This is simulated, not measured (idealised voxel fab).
This is a process module. Its name is voxel double patterning.
cross-section cut | 215 nm wide | cells 5 nm
Notation: cross-section as square-cell grid; stated in bands, top first, going down; one or more cell rows per band. Per band: top height and bottom height in nm, followed by the left-to-right materials and their widths in nm; "full width" marks a single material spanning edge to edge, "blank" marks empty space. Heights are reckoned from 0. Under this level, the received wafer is all of one material. The bottommost band is open-ended downward, for example "0 nm and below". The notation "30->40" denotes a width that varies across the rows of cells in the band, beginning at the first number in the top row, finishing at the second number in the bottom row, and changing by an identical amount from each row to the next. What does "no alteration" mean for a step? It means no cell of the cross-section changed in that step. "Fully sealed voids" - sealed voids, min. 8 cells, no opening to top; format: width x height at distance (distance from left edge; nm throughout). Heads up: the bit after the settings on a step's line is the simulator's remark on that step. "overlay nm", when on a step's line for a step with a mask, measures how far to the right of its planned place the mask lay; a negative measure means to the left.

## Intended process steps
1. RECEIVE,material Si
2. CONFORMAL_DEP,material SiO2,thk nm 10
3. DIRECTIONAL_DEP,material polySi,thk nm 10
4. DIRECTIONAL_DEP,material SiCN,thk nm 5
5. PATTERN,tone open,mask id FIRST,material resist,width nm 15,pitch nm 50,thk nm 15,overlay nm 0
6. DIRECTIONAL_ETCH,etch materials SiCN,depth nm 5
7. STRIP,etch materials resist
8. PATTERN,tone open,mask id SECOND,material resist,width nm 15,thk nm 20,overlay nm 0
9. DIRECTIONAL_ETCH,etch materials SiCN,depth nm 5
10. STRIP,etch materials resist
11. DIRECTIONAL_ETCH,etch materials polySi,depth nm 10
12. STRIP,etch materials SiCN
The wafers are alike at the start. At step 8, their width nm differs. The plan lists the first wafer's value.

## first wafer as received, after step 1
* 0 nm and below: Si full width
* Fully sealed voids: none

## What follows is a table in which each wafer occupies a row; for the wafer as it stands at the close of the module, the row states, material by material, how many cells have been gained (+) or lost (-) since receipt, and then gives its closed voids
width nm 15; +86 SiO2; +68 polySi; Fully sealed voids: none
width nm 20; +86 SiO2; +66 polySi; Fully sealed voids: none
width nm 25; +86 SiO2; +64 polySi; Fully sealed voids: none
width nm 30; +86 SiO2; +62 polySi; Fully sealed voids: none
